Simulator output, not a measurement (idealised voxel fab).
A process module follows: voxel plated lines.
In the cross-section labelled cut, the width is 285 nm and each square cell is 5 nm.
Format of a cross-section: grid, square cells. Given as bands. Order: top down. Band: one or more rows of cells.
Within each band entry, the heights of the top and of the bottom of the band appear first, in that order and in nm; the materials of the band then follow from left to right, each with its corresponding width in nm. The designation "everywhere" on a single material indicates that it fills the band from edge to edge; the designation "air" indicates empty space.
Ref level 0: as-received wafer is one material below here. Bottom band extends down with no lower bound ("top 0, no bottom").
Top row gets the first number, bottom row gets the second, and each row in between changes by the same step: that is how a band width like "30->40" works.
"nothing got changed" -> step changed no cross-section cell.
Closed void roster: empty space of 8 cells or more with no open way to the top, each as width x height at its distance from the left edge, in nm
On each step's line, the part that comes after the settings is the simulator's own comment on the step.
overlay nm: on a step with a mask, how far right of its planned place the mask lay; negative means left.

[Steps planned for the process]
- 1: RECEIVE | material Si
- 2: CONFORMAL_DEP | material SiN | thk nm 10
- 3: DIRECTIONAL_DEP | material TiN | thk nm 5
- 4: PATTERN | tone open | mask id LINES | material resist | width nm 30 | pitch nm 60 | thk nm 15 | overlay nm 0
- 5: EPI | material Ru | thk nm 10
- 6: STRIP | etch materials resist
- 7: DIRECTIONAL_ETCH | etch materials TiN | depth nm 5
- 8: CONFORMAL_DEP | material SiN | thk nm 10

[On the first of the two wafers: run conducted according to plan]

[Cross-sectional view of the wafer in its as-received condition, corresponding to the state after step 1]
	top 0, no bottom  Si everywhere
	Closed void roster: none

[After step 2, in cross-section]
	top 10, bottom 0  SiN everywhere
	Everything below 0 is unchanged.

[After step 3, in cross-section]
	top 15, bottom 10  TiN everywhere
	Everything below 10 is unchanged.

[After step 4, in cross-section]
	top 30, bottom 15  resist: 95, then air: 30, then resist: 30, then air: 30, then resist: 100
	Everything below 15 is unchanged.

[After step 5, in cross-section]
	top 30, bottom 25  resist: 95, then air: 30, then resist: 30, then air: 30, then resist: 100
	top 25, bottom 15  resist: 95, then Ru: 30, then resist: 30, then Ru: 30, then resist: 100
	Everything below 15 is unchanged.

[After step 6, in cross-section]
	top 25, bottom 15  air: 95, then Ru: 30, then air: 30, then Ru: 30, then air: 100
	Everything below 15 is unchanged.

[After step 7, in cross-section]
	top 25, bottom 15  air: 95, then Ru: 30, then air: 30, then Ru: 30, then air: 100
	top 15, bottom 10  air: 95, then TiN: 30, then air: 30, then TiN: 30, then air: 100
	Everything below 10 is unchanged.

[After step 8, in cross-section]
	top 35, bottom 25  air: 85, then SiN: 50, then air: 10, then SiN: 50, then air: 90
	top 25, bottom 20  air: 85, then SiN: 10, then Ru: 30, then SiN: 10, then air: 10, then SiN: 10, then Ru: 30, then SiN: 10, then air: 90
	top 20, bottom 15  SiN: 95, then Ru: 30, then SiN: 30, then Ru: 30, then SiN: 100
	top 15, bottom 10  SiN: 95, then TiN: 30, then SiN: 30, then TiN: 30, then SiN: 100
	Everything below 10 is unchanged.

[The second wafer began exactly as the first did and followed the same plan, but one mistake was made while running it; through step 3 inclusive, the two wafers are identical]

[The second wafer in cross-section, at the planned close of step 4]
	top 30, bottom 15  air: 95, then resist: 30, then air: 30, then resist: 30, then air: 100
	Everything below 15 is unchanged.

[The second wafer in cross-section, at the planned close of step 5]
	top 30, bottom 25  air: 95, then resist: 30, then air: 30, then resist: 30, then air: 100
	top 25, bottom 15  Ru: 95, then resist: 30, then Ru: 30, then resist: 30, then Ru: 100
	Everything below 15 is unchanged.

[The second wafer in cross-section, at the planned close of step 6]
	top 25, bottom 15  Ru: 95, then air: 30, then Ru: 30, then air: 30, then Ru: 100
	Everything below 15 is unchanged.

[The second wafer in cross-section, at the planned close of step 7]
	top 25, bottom 15  Ru: 95, then air: 30, then Ru: 30, then air: 30, then Ru: 100
	top 15, bottom 10  TiN: 95, then air: 30, then TiN: 30, then air: 30, then TiN: 100
	Everything below 10 is unchanged.

[The second wafer in cross-section, at the planned close of step 8]
	top 35, bottom 25  SiN: 105, then air: 10, then SiN: 50, then air: 10, then SiN: 110
	top 25, bottom 20  Ru: 95, then SiN: 10, then air: 10, then SiN: 10, then Ru: 30, then SiN: 10, then air: 10, then SiN: 10, then Ru: 100
	top 20, bottom 15  Ru: 95, then SiN: 30, then Ru: 30, then SiN: 30, then Ru: 100
	top 15, bottom 10  TiN: 95, then SiN: 30, then TiN: 30, then SiN: 30, then TiN: 100
	Everything below 10 is unchanged.
So what did we get wrong on this run? step 4 did not use the planned setting and instead ran as PATTERN | tone cover | mask id LINES | material resist | width nm 30 | pitch nm 60 | thk nm 15 | overlay nm 0
Final comparison by cell count, materials where the second wafer has more or fewer than the first: Ru: 66 more; TiN: 33 more
